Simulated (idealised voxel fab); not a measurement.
The following process module bears the name voxel capacitor over wiring.
Shown is cross-section cut, with a width of 220 nm and square cells of size 5 nm.
Cross-section spec: square-cell grid; bands listed top down; each band is one or more rows.
Band: top height; bottom height; in nm. Then, left to right: material with width in nm, for each material. "throughout": a single material spanning edge to edge. "empty": empty space.
A quick word on heights: they are counted from 0, and under that level the wafer as it came to us is one material throughout. The lowest band is different from the rest in having no bottom; it simply continues downward, written as in "z 0 and below".
Graded width ("30..40"): value in top row of band = first number; value in bottom row = second number; row-to-row change constant.
Key: "no change occurred" - step with no changed cell in the cross-section.
"Trapped cavities": sealed empty spaces, 8 cells or more, no open way to top, listed width x height at distance, with distance from the left edge and width, height and distance in nm.
Post-settings text on a step line: simulator's own remark regarding the step.
"overlay nm" answers the question of how far to the right of plan the mask lay on a step that has a mask, and when it is negative the answer is to the left.

Process steps (planned)
1,RECEIVE with material Si
2,CONFORMAL_DEP with material SiO2, thk nm 10
3,CONFORMAL_DEP with material SiN, thk nm 5
4,DIRECTIONAL_DEP with material SiO2, thk nm 15
5,PATTERN with tone open, mask id METAL_1, material resist, width nm 20, pitch nm 90, thk nm 20, overlay nm 0
6,DIRECTIONAL_ETCH with etch materials SiO2, depth nm 15
7,DIRECTIONAL_ETCH with etch materials SiN, depth nm 5
8,STRIP with etch materials resist
9,CONFORMAL_DEP with material TiN, thk nm 5
10,FILL_DEP with material Ru, thk nm 5
11,CMP with height nm 30
12,EPI with material Ru, thk nm 5
13,FILL_DEP with material SiCN, thk nm 5
14,DIRECTIONAL_DEP with material lowk, thk nm 20
15,MASKED_ETCH with tone open, mask id PLUG_1, width nm 15, etch materials lowk, depth nm 20, overlay nm 0
16,MASKED_ETCH with tone open, mask id PLUG_1, width nm 15, etch materials SiCN, depth nm 5, overlay nm 0
17,CONFORMAL_DEP with material TiN, thk nm 5
18,FILL_DEP with material Cu, thk nm 10
19,CMP with height nm 60
20,DIRECTIONAL_DEP with material TiN, thk nm 10
21,DIRECTIONAL_DEP with material SiN, thk nm 5
22,DIRECTIONAL_DEP with material TiN, thk nm 5
23,PATTERN with tone cover, mask id UPPER_PLATE, material resist, width nm 75, thk nm 15, overlay nm 0
24,DIRECTIONAL_ETCH with etch materials TiN, depth nm 5
25,DIRECTIONAL_ETCH with etch materials SiN, depth nm 5
26,STRIP with etch materials resist
27,DIRECTIONAL_DEP with material aC, thk nm 10
28,PATTERN with tone cover, mask id LOWER_PLATE, material resist, width nm 85, thk nm 25, overlay nm 0
29,DIRECTIONAL_ETCH with etch materials aC, depth nm 10
30,STRIP with etch materials resist
31,DIRECTIONAL_ETCH with etch materials TiN, depth nm 10
32,STRIP with etch materials aC
33,FILL_DEP with material SiO2, thk nm 20
34,CMP with height nm 95
35,PATTERN with tone open, mask id PLUG_2, material resist, width nm 15, thk nm 15, overlay nm 0
36,DIRECTIONAL_ETCH with etch materials SiO2, depth nm 15
37,STRIP with etch materials resist
38,CONFORMAL_DEP with material TiN, thk nm 5
39,FILL_DEP with material Cu, thk nm 10
40,CMP with height nm 95
41,CONFORMAL_DEP with material SiN, thk nm 5

Cross-section, incoming material, after step 1
- z 0 and below  Si throughout
- Trapped cavities: none

Figure: cross-sectional view of the wafer upon completion of the module, processed from the initial state and according to the plan depicted above, with one error introduced during execution
- z 100 to 95  SiN throughout
- z 95 to 85  SiO2 70 nm; TiN 5 nm; Cu 5 nm; TiN 5 nm; SiO2 135 nm
- z 85 to 75  SiO2 70..60 nm; TiN 15..75 nm; SiO2 135..85 nm
- z 75 to 70  SiO2 60 nm; SiN 75 nm; SiO2 85 nm
- z 70 to 60  SiO2 55 nm; TiN 85 nm; SiO2 80 nm
- z 60 to 40  lowk 60 nm; TiN 5 nm; Cu 5 nm; TiN 5 nm; lowk 145 nm
- z 40 to 35  SiCN 60 nm; TiN 15 nm; SiCN 145 nm
- z 35 to 30  SiCN 50 nm; Ru 30 nm; SiCN 60 nm; Ru 30 nm; SiCN 50 nm
- z 30 to 25  SiN 55 nm; TiN 20 nm; SiN 70 nm; TiN 20 nm; SiN 55 nm
- z 25 to 10  SiN throughout
- z 10 to 0  SiO2 throughout
- z 0 and below  Si throughout
- Trapped cavities: none
Run error: step 4 did not use the planned setting and instead ran as DIRECTIONAL_DEP with material SiN, thk nm 15
